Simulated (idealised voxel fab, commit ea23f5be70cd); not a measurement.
The name of this process module is voxel self aligned contacts.
180 nm wide, 5 nm square cells: that's cross-section cut.
Format of a cross-section: grid, square cells. Given as bands. Order: top down. Band: one or more rows of cells. Each band's line starts with the height of the band's top and of its bottom, in nm. Then come its materials from left to right, each with its width in nm. One material with "throughout" fills the band from edge to edge. "air" is empty space. Where do heights start? At 0: under that level the wafer as delivered is made of one material only. And the lowest band has no floor; it just carries on downward, as in "z 0 and below". A width such as "30..40" changes by the same amount from each row of cells to the next, from the band's top row to its bottom row. Step note "remained unchanged" = no cross-section cell changed. "Voids, enclosed": empty spaces of 8 cells or more with no open way to the top, each given as width x height at distance, distance from the left edge, all in nm. On a step's line, text after the settings is the simulator commenting on that step. You can add "overlay nm" to a step's line. For a step with a mask, it describes how far the mask lay to the right of its planned position, and a negative number describes a lay to the left.

### Below is the list of planned process steps
step 1: RECEIVE,material Si
step 2: OXIDIZE,depth nm 5
step 3: DIRECTIONAL_DEP,material polySi,thk nm 30
step 4: DIRECTIONAL_DEP,material SiN,thk nm 20
step 5: MASKED_ETCH,tone cover,mask id GATE,width nm 25,pitch nm 55,etch materials SiN,depth nm 20,overlay nm 0
step 6: MASKED_ETCH,tone cover,mask id GATE,width nm 25,pitch nm 55,etch materials polySi,depth nm 30,overlay nm 0
step 7: CONFORMAL_DEP,material SiN,thk nm 5
step 8: DIRECTIONAL_ETCH,etch materials SiN,depth nm 5
step 9: FILL_DEP,material SiO2,thk nm 20
step 10: CMP,height nm 60
step 11: MASKED_ETCH,tone open,mask id CONTACT,width nm 40,pitch nm 55,etch materials SiO2,depth nm 65,overlay nm 0
step 12: CONFORMAL_DEP,material TiN,thk nm 5
step 13: FILL_DEP,material Ru,thk nm 5
step 14: CMP,height nm 60
step 15: CONFORMAL_DEP,material SiCN,thk nm 5

### First of the two wafers, run per plan

### Wafer cross-section on receipt, i.e. after step 1
z 0 and below | Si throughout
Voids, enclosed: none

### After step 2: wafer cross-section
z 0 to -5 | SiO2 throughout
Under -5: no change, same as before.

### After step 3: wafer cross-section
z 30 to 0 | polySi throughout
Under 0: no change, same as before.

### After step 4: wafer cross-section
z 50 to 30 | SiN throughout
Under 30: no change, same as before.

### After step 5: wafer cross-section
z 50 to 30 | air (20)  SiN (25)  air (30)  SiN (25)  air (30)  SiN (25)  air (25)
Under 30: no change, same as before.

### After step 6: wafer cross-section
z 50 to 30 | air (20)  SiN (25)  air (30)  SiN (25)  air (30)  SiN (25)  air (25)
z 30 to 0 | air (20)  polySi (25)  air (30)  polySi (25)  air (30)  polySi (25)  air (25)
Under 0: no change, same as before.

### After step 7: wafer cross-section
z 55 to 30 | air (15)  SiN (35)  air (20)  SiN (35)  air (20)  SiN (35)  air (20)
z 30 to 5 | air (15)  SiN (5)  polySi (25)  SiN (5)  air (20)  SiN (5)  polySi (25)  SiN (5)  air (20)  SiN (5)  polySi (25)  SiN (5)  air (20)
z 5 to 0 | SiN (20)  polySi (25)  SiN (30)  polySi (25)  SiN (30)  polySi (25)  SiN (25)
Under 0: no change, same as before.

### After step 8: wafer cross-section
z 50 to 30 | air (15)  SiN (35)  air (20)  SiN (35)  air (20)  SiN (35)  air (20)
z 30 to 0 | air (15)  SiN (5)  polySi (25)  SiN (5)  air (20)  SiN (5)  polySi (25)  SiN (5)  air (20)  SiN (5)  polySi (25)  SiN (5)  air (20)
Under 0: no change, same as before.

### After step 9: wafer cross-section
z 70 to 50 | SiO2 throughout
z 50 to 30 | SiO2 (15)  SiN (35)  SiO2 (20)  SiN (35)  SiO2 (20)  SiN (35)  SiO2 (20)
z 30 to 0 | SiO2 (15)  SiN (5)  polySi (25)  SiN (5)  SiO2 (20)  SiN (5)  polySi (25)  SiN (5)  SiO2 (20)  SiN (5)  polySi (25)  SiN (5)  SiO2 (20)
Under 0: no change, same as before.

### After step 10: wafer cross-section
z 60 to 50 | SiO2 throughout
Under 50: no change, same as before.

### After step 11: wafer cross-section
z 60 to 50 | SiO2 (40)  air (40)  SiO2 (15)  air (40)  SiO2 (45)
z 50 to 30 | SiO2 (15)  SiN (35)  air (20)  SiN (35)  air (20)  SiN (35)  SiO2 (20)
z 30 to 0 | SiO2 (15)  SiN (5)  polySi (25)  SiN (5)  air (20)  SiN (5)  polySi (25)  SiN (5)  air (20)  SiN (5)  polySi (25)  SiN (5)  SiO2 (20)
z 0 to -5 | SiO2 (50)  air (20)  SiO2 (35)  air (20)  SiO2 (55)
Under -5: no change, same as before.

### After step 12: wafer cross-section
z 65 to 60 | TiN (45)  air (30)  TiN (25)  air (30)  TiN (50)
z 60 to 50 | SiO2 (40)  TiN (5..15)  air (30..10)  TiN (5..15)  SiO2 (15)  TiN (5..15)  air (30..10)  TiN (5..15)  SiO2 (45)
z 50 to 30 | SiO2 (15)  SiN (35)  TiN (5)  air (10)  TiN (5)  SiN (35)  TiN (5)  air (10)  TiN (5)  SiN (35)  SiO2 (20)
z 30 to 0 | SiO2 (15)  SiN (5)  polySi (25)  SiN (5)  TiN (5)  air (10)  TiN (5)  SiN (5)  polySi (25)  SiN (5)  TiN (5)  air (10)  TiN (5)  SiN (5)  polySi (25)  SiN (5)  SiO2 (20)
z 0 to -5 | SiO2 (50)  TiN (20)  SiO2 (35)  TiN (20)  SiO2 (55)
Under -5: no change, same as before.

### After step 13: wafer cross-section
z 70 to 65 | Ru throughout
z 65 to 60 | TiN (45)  Ru (30)  TiN (25)  Ru (30)  TiN (50)
z 60 to 50 | SiO2 (40)  TiN (5..15)  Ru (30..10)  TiN (5..15)  SiO2 (15)  TiN (5..15)  Ru (30..10)  TiN (5..15)  SiO2 (45)
z 50 to 30 | SiO2 (15)  SiN (35)  TiN (5)  Ru (10)  TiN (5)  SiN (35)  TiN (5)  Ru (10)  TiN (5)  SiN (35)  SiO2 (20)
z 30 to 0 | SiO2 (15)  SiN (5)  polySi (25)  SiN (5)  TiN (5)  Ru (10)  TiN (5)  SiN (5)  polySi (25)  SiN (5)  TiN (5)  Ru (10)  TiN (5)  SiN (5)  polySi (25)  SiN (5)  SiO2 (20)
Under 0: no change, same as before.

### After step 14: wafer cross-section
z 60 to 50 | SiO2 (40)  TiN (5..15)  Ru (30..10)  TiN (5..15)  SiO2 (15)  TiN (5..15)  Ru (30..10)  TiN (5..15)  SiO2 (45)
Under 50: no change, same as before.

### After step 15: wafer cross-section
z 65 to 60 | SiCN throughout
Under 60: no change, same as before.

### Second wafer - shared start and plan with the first - one error in running - same as the first up to step 2 inclusive

### The second wafer in cross-section, at the planned close of step 3
z 60 to 0 | polySi throughout
Under 0: no change, same as before.

### The second wafer in cross-section, at the planned close of step 4
z 80 to 60 | SiN throughout
Under 60: no change, same as before.

### The second wafer in cross-section, at the planned close of step 5
z 80 to 60 | air (20)  SiN (25)  air (30)  SiN (25)  air (30)  SiN (25)  air (25)
Under 60: no change, same as before.

### The second wafer in cross-section, at the planned close of step 6
z 80 to 60 | air (20)  SiN (25)  air (30)  SiN (25)  air (30)  SiN (25)  air (25)
z 60 to 30 | air (20)  polySi (25)  air (30)  polySi (25)  air (30)  polySi (25)  air (25)
Under 30: no change, same as before.

### The second wafer in cross-section, at the planned close of step 7
z 85 to 60 | air (15)  SiN (35)  air (20)  SiN (35)  air (20)  SiN (35)  air (20)
z 60 to 35 | air (15)  SiN (5)  polySi (25)  SiN (5)  air (20)  SiN (5)  polySi (25)  SiN (5)  air (20)  SiN (5)  polySi (25)  SiN (5)  air (20)
z 35 to 30 | SiN (20)  polySi (25)  SiN (30)  polySi (25)  SiN (30)  polySi (25)  SiN (25)
Under 30: no change, same as before.

### The second wafer in cross-section, at the planned close of step 8
z 80 to 60 | air (15)  SiN (35)  air (20)  SiN (35)  air (20)  SiN (35)  air (20)
z 60 to 30 | air (15)  SiN (5)  polySi (25)  SiN (5)  air (20)  SiN (5)  polySi (25)  SiN (5)  air (20)  SiN (5)  polySi (25)  SiN (5)  air (20)
Under 30: no change, same as before.

### The second wafer in cross-section, at the planned close of step 9
z 100 to 80 | SiO2 throughout
z 80 to 60 | SiO2 (15)  SiN (35)  SiO2 (20)  SiN (35)  SiO2 (20)  SiN (35)  SiO2 (20)
z 60 to 30 | SiO2 (15)  SiN (5)  polySi (25)  SiN (5)  SiO2 (20)  SiN (5)  polySi (25)  SiN (5)  SiO2 (20)  SiN (5)  polySi (25)  SiN (5)  SiO2 (20)
Under 30: no change, same as before.

### The second wafer in cross-section, at the planned close of step 10
z 60 to 30 | SiO2 (15)  SiN (5)  polySi (25)  SiN (5)  SiO2 (20)  SiN (5)  polySi (25)  SiN (5)  SiO2 (20)  SiN (5)  polySi (25)  SiN (5)  SiO2 (20)
Under 30: no change, same as before.

### The second wafer in cross-section, at the planned close of step 11
z 60 to 30 | SiO2 (15)  SiN (5)  polySi (25)  SiN (5)  air (20)  SiN (5)  polySi (25)  SiN (5)  air (20)  SiN (5)  polySi (25)  SiN (5)  SiO2 (20)
Under 30: no change, same as before.

### The second wafer in cross-section, at the planned close of step 12
z 65 to 60 | TiN (55)  air (10)  TiN (45)  air (10)  TiN (60)
z 60 to 35 | SiO2 (15)  SiN (5)  polySi (25)  SiN (5)  TiN (5)  air (10)  TiN (5)  SiN (5)  polySi (25)  SiN (5)  TiN (5)  air (10)  TiN (5)  SiN (5)  polySi (25)  SiN (5)  SiO2 (20)
z 35 to 30 | SiO2 (15)  SiN (5)  polySi (25)  SiN (5)  TiN (20)  SiN (5)  polySi (25)  SiN (5)  TiN (20)  SiN (5)  polySi (25)  SiN (5)  SiO2 (20)
Under 30: no change, same as before.

### The second wafer in cross-section, at the planned close of step 13
z 70 to 65 | Ru throughout
z 65 to 60 | TiN (55)  Ru (10)  TiN (45)  Ru (10)  TiN (60)
z 60 to 35 | SiO2 (15)  SiN (5)  polySi (25)  SiN (5)  TiN (5)  Ru (10)  TiN (5)  SiN (5)  polySi (25)  SiN (5)  TiN (5)  Ru (10)  TiN (5)  SiN (5)  polySi (25)  SiN (5)  SiO2 (20)
Under 35: no change, same as before.

### The second wafer in cross-section, at the planned close of step 14
z 60 to 35 | SiO2 (15)  SiN (5)  polySi (25)  SiN (5)  TiN (5)  Ru (10)  TiN (5)  SiN (5)  polySi (25)  SiN (5)  TiN (5)  Ru (10)  TiN (5)  SiN (5)  polySi (25)  SiN (5)  SiO2 (20)
Under 35: no change, same as before.

### The second wafer in cross-section, at the planned close of step 15
z 65 to 60 | SiCN throughout
Under 60: no change, same as before.
What was done differently from what was planned? step 3 was run twice
Final wafer comparison in cells, second versus first, more or fewer per material: 36 fewer of Ru | 84 fewer of SiN | 60 fewer of SiO2 | 36 fewer of TiN | 216 more of polySi
